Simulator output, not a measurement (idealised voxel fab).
Module name: voxel capacitor over wiring (process module)
Pictured: cross-section cut, 140 nm wide, on a grid of 5 nm square cells.
A cross-section is written here as square cells arranged in a grid, and it is given in bands from the top down, each band taking up one or more rows of cells.
Quick guide to a band line: top height, bottom height (nm) up front; then every material left to right with its width in nm. Only one material and it's marked "throughout"? Then it fills the band edge to edge. And "blank" just means empty space.
Height datum 0, below which the as-received substrate wafer is one material. Lowest band open at the bottom, running downward: "0 -> down".
Per-row width for "30->40": begins at first number (top row of band), ends at second number (bottom row), increment between rows held constant.
Step note "stayed the same" = no cross-section cell changed.
This entry, "Closed cavities", enumerates those empty regions of no fewer than 8 cells that possess no open connection to the top. Each region is reported in the form width x height at distance, the distance being taken from the left edge, with all three quantities expressed in nm.
That trailing text on a step's line, after the settings, is the simulator's own remark on the step.
overlay nm: where the mask lay relative to plan, measured to the right, on steps with a mask; negatives go left.
## Set out below are the planned steps of the process
1,op RECEIVE | material Si
2,op CONFORMAL_DEP | material SiO2 | thk nm 10
3,op CONFORMAL_DEP | material SiN | thk nm 5
4,op DIRECTIONAL_DEP | material SiO2 | thk nm 15
5,op DIRECTIONAL_DEP | material aC | thk nm 10
6,op PATTERN | tone open | mask id METAL_1 | material resist | width nm 25 | pitch nm 80 | thk nm 25 | overlay nm 0
7,op DIRECTIONAL_ETCH | etch materials aC | depth nm 10
8,op STRIP | etch materials resist
9,op DIRECTIONAL_ETCH | etch materials SiO2 | depth nm 15
10,op DIRECTIONAL_ETCH | etch materials SiN | depth nm 5
11,op STRIP | etch materials aC
12,op CONFORMAL_DEP | material TiN | thk nm 5
13,op FILL_DEP | material W | thk nm 10
14,op CMP | height nm 30
15,op EPI | material Ru | thk nm 5
16,op FILL_DEP | material SiCN | thk nm 5
17,op DIRECTIONAL_DEP | material SiO2 | thk nm 20
18,op DIRECTIONAL_DEP | material aC | thk nm 15
19,op PATTERN | tone open | mask id PLUG_1 | material resist | width nm 15 | thk nm 30 | overlay nm 0
20,op DIRECTIONAL_ETCH | etch materials aC | depth nm 15
21,op STRIP | etch materials resist
22,op DIRECTIONAL_ETCH | etch materials SiO2 | depth nm 20
23,op DIRECTIONAL_ETCH | etch materials SiCN | depth nm 5
24,op STRIP | etch materials aC
25,op EPI | material Ru | thk nm 10
26,op EPI | material Ru | thk nm 10
27,op EPI | material Ru | thk nm 5
28,op DIRECTIONAL_DEP | material TiN | thk nm 10
29,op DIRECTIONAL_DEP | material SiN | thk nm 5
30,op DIRECTIONAL_DEP | material TiN | thk nm 10
31,op DIRECTIONAL_DEP | material aC | thk nm 15
32,op PATTERN | tone cover | mask id UPPER_PLATE | material resist | width nm 60 | thk nm 35 | overlay nm 0
33,op DIRECTIONAL_ETCH | etch materials aC | depth nm 15
34,op STRIP | etch materials resist
35,op DIRECTIONAL_ETCH | etch materials TiN | depth nm 10
36,op DIRECTIONAL_ETCH | etch materials SiN | depth nm 5
37,op STRIP | etch materials aC
38,op DIRECTIONAL_DEP | material aC | thk nm 15
39,op PATTERN | tone cover | mask id LOWER_PLATE | material resist | width nm 70 | thk nm 30 | overlay nm 0
40,op DIRECTIONAL_ETCH | etch materials aC | depth nm 15
41,op STRIP | etch materials resist
42,op DIRECTIONAL_ETCH | etch materials TiN | depth nm 10
43,op STRIP | etch materials aC
44,op FILL_DEP | material SiO2 | thk nm 15
45,op CMP | height nm 95
46,op DIRECTIONAL_DEP | material aC | thk nm 15
47,op PATTERN | tone open | mask id PLUG_2 | material resist | width nm 15 | thk nm 35 | overlay nm 0
48,op DIRECTIONAL_ETCH | etch materials aC | depth nm 15
49,op STRIP | etch materials resist
50,op DIRECTIONAL_ETCH | etch materials SiO2 | depth nm 10
51,op STRIP | etch materials aC
52,op CONFORMAL_DEP | material TiN | thk nm 5
53,op FILL_DEP | material Cu | thk nm 5
54,op CMP | height nm 95
55,op CONFORMAL_DEP | material SiCN | thk nm 5
## Wafer at receipt (post step 1), cross-section
> 0 -> down: Si throughout
> Closed cavities: none
## Cross-section taken at module completion on the first of two wafers; processed per the plan
> 100 -> 95: SiCN throughout
> 95 -> 90: SiO2 35 nm, TiN 5 nm, Cu 5 nm, TiN 5 nm, SiO2 90 nm
> 90 -> 85: SiO2 35 nm, TiN 15 nm, SiO2 90 nm
> 85 -> 75: SiO2 25 nm, TiN 60 nm, SiO2 55 nm
> 75 -> 70: SiO2 25 nm, SiN 60 nm, SiO2 55 nm
> 70 -> 60: SiO2 20 nm, TiN 70 nm, SiO2 50 nm
> 60 -> 40: SiO2 25 nm, Ru 15 nm, SiO2 100 nm
> 40 -> 35: SiCN 25 nm, Ru 15 nm, SiCN 100 nm
> 35 -> 30: SiCN 10 nm, Ru 35 nm, SiCN 45 nm, Ru 35 nm, SiCN 15 nm
> 30 -> 15: SiO2 15 nm, TiN 5 nm, W 15 nm, TiN 5 nm, SiO2 55 nm, TiN 5 nm, W 15 nm, TiN 5 nm, SiO2 20 nm
> 15 -> 10: SiN 15 nm, TiN 25 nm, SiN 55 nm, TiN 25 nm, SiN 20 nm
> 10 -> 0: SiO2 throughout
> 0 -> down: Si throughout
> Closed cavities: none
## Cross-section, wafer two of two, end of module: same start and plan as wafer one, one error in execution
> 100 -> 95: SiCN throughout
> 95 -> 90: SiO2 30 nm, TiN 5 nm, Cu 15 nm, TiN 5 nm, SiO2 85 nm
> 90 -> 85: SiO2 30 nm, TiN 25 nm, SiO2 85 nm
> 85 -> 75: SiO2 25 nm, TiN 60 nm, SiO2 55 nm
> 75 -> 70: SiO2 25 nm, SiN 60 nm, SiO2 55 nm
> 70 -> 60: SiO2 20 nm, TiN 70 nm, SiO2 50 nm
> 60 -> 40: SiO2 25 nm, Ru 15 nm, SiO2 100 nm
> 40 -> 35: SiCN 25 nm, Ru 15 nm, SiCN 100 nm
> 35 -> 30: SiCN 10 nm, Ru 35 nm, SiCN 45 nm, Ru 35 nm, SiCN 15 nm
> 30 -> 15: SiO2 15 nm, TiN 5 nm, W 15 nm, TiN 5 nm, SiO2 55 nm, TiN 5 nm, W 15 nm, TiN 5 nm, SiO2 20 nm
> 15 -> 10: SiN 15 nm, TiN 25 nm, SiN 55 nm, TiN 25 nm, SiN 20 nm
> 10 -> 0: SiO2 throughout
> 0 -> down: Si throughout
> Closed cavities: none
Deviation from plan: off-plan run, step 47, actual operation and settings op PATTERN | tone open | mask id PLUG_2 | material resist | width nm 25 | thk nm 35 | overlay nm 0
Final cells, second wafer relative to first, materials higher or lower: +2 Cu | -4 SiO2 | +2 TiN
